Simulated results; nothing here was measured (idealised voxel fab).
The document below concerns the process module designated voxel ribs on slabs.
Square cell edge 5 nm, section width 290 nm, ID cut.
How to read a cross-section here: the picture is a grid of square cells, written as bands going from the top down, and any band can span one or more rows of cells.
Top, bottom (nm), then materials left to right with widths (nm); lone material tagged "throughout" fills the whole band edge to edge; "air" = empty space.
It should be noted that heights are counted from 0, beneath which the wafer as supplied is of one material throughout, and that the lowest band possesses no lower boundary but continues downward, as written in "0..down".
Width spec "30->40" -> top row of cells at first value, bottom row at second value, equal per-row change in between.
"no change occurred" means the step left every cell of the cross-section as it was.
The entry titled "Closed void roster" provides the empty spaces that have no open way to the top, restricted to those of 8 cells or more. Each is presented as width x height at distance, the distance being measured from the left edge, with all three in nm.
It should be noted that, on the line of a given step, the content following the step's settings is a remark produced by the simulator itself with respect to that step.
Each step line may optionally specify "overlay nm", which for a step with a mask gives the rightward distance between the mask's planned place and where it lay, a negative value indicating the leftward direction.

Set out below are the planned steps of the process
1. RECEIVE (material Si)
2. DIRECTIONAL_DEP (material SiO2; thk nm 30)
3. DIRECTIONAL_DEP (material SiN; thk nm 15)
4. DIRECTIONAL_DEP (material aC; thk nm 15)
5. PATTERN (tone cover; mask id RIB; material resist; width nm 15; thk nm 35; overlay nm 0)
6. DIRECTIONAL_ETCH (etch materials aC; depth nm 15)
7. STRIP (etch materials resist)
8. DIRECTIONAL_ETCH (etch materials SiN; depth nm 10)
9. STRIP (etch materials aC)
10. DIRECTIONAL_DEP (material aC; thk nm 10)
11. PATTERN (tone cover; mask id SLAB; material resist; width nm 65; thk nm 30; overlay nm 0)
12. DIRECTIONAL_ETCH (etch materials aC; depth nm 5)
13. STRIP (etch materials resist)
14. DIRECTIONAL_ETCH (etch materials SiN; depth nm 5)
15. STRIP (etch materials aC)
16. FILL_DEP (material SiO2; thk nm 25)
17. CMP (height nm 65)
18. DIRECTIONAL_DEP (material TiN; thk nm 10)
19. MASKED_ETCH (tone cover; mask id HEATER; width nm 25; etch materials TiN; depth nm 10; overlay nm 0)
20. CONFORMAL_DEP (material SiO2; thk nm 5)
Split variable: depth nm, step 12. Plan value = first wafer. Wafers start alike.

After step 1, as received: first of several wafers, cross-section
> 0..down | Si throughout
> Closed void roster: none

Each row below is a wafer at the end of the module, listing for every material the number of cells it has gained (+) or lost (-) since it was received, followed by its closed voids
depth nm 5, +64 SiN, +752 SiO2, +10 TiN, Closed void roster: none
depth nm 10, +19 SiN, +797 SiO2, +10 TiN, Closed void roster: none
depth nm 15, +19 SiN, +797 SiO2, +10 TiN, Closed void roster: none
depth nm 20, +19 SiN, +797 SiO2, +10 TiN, Closed void roster: none
depth nm 25, +19 SiN, +797 SiO2, +10 TiN, Closed void roster: none
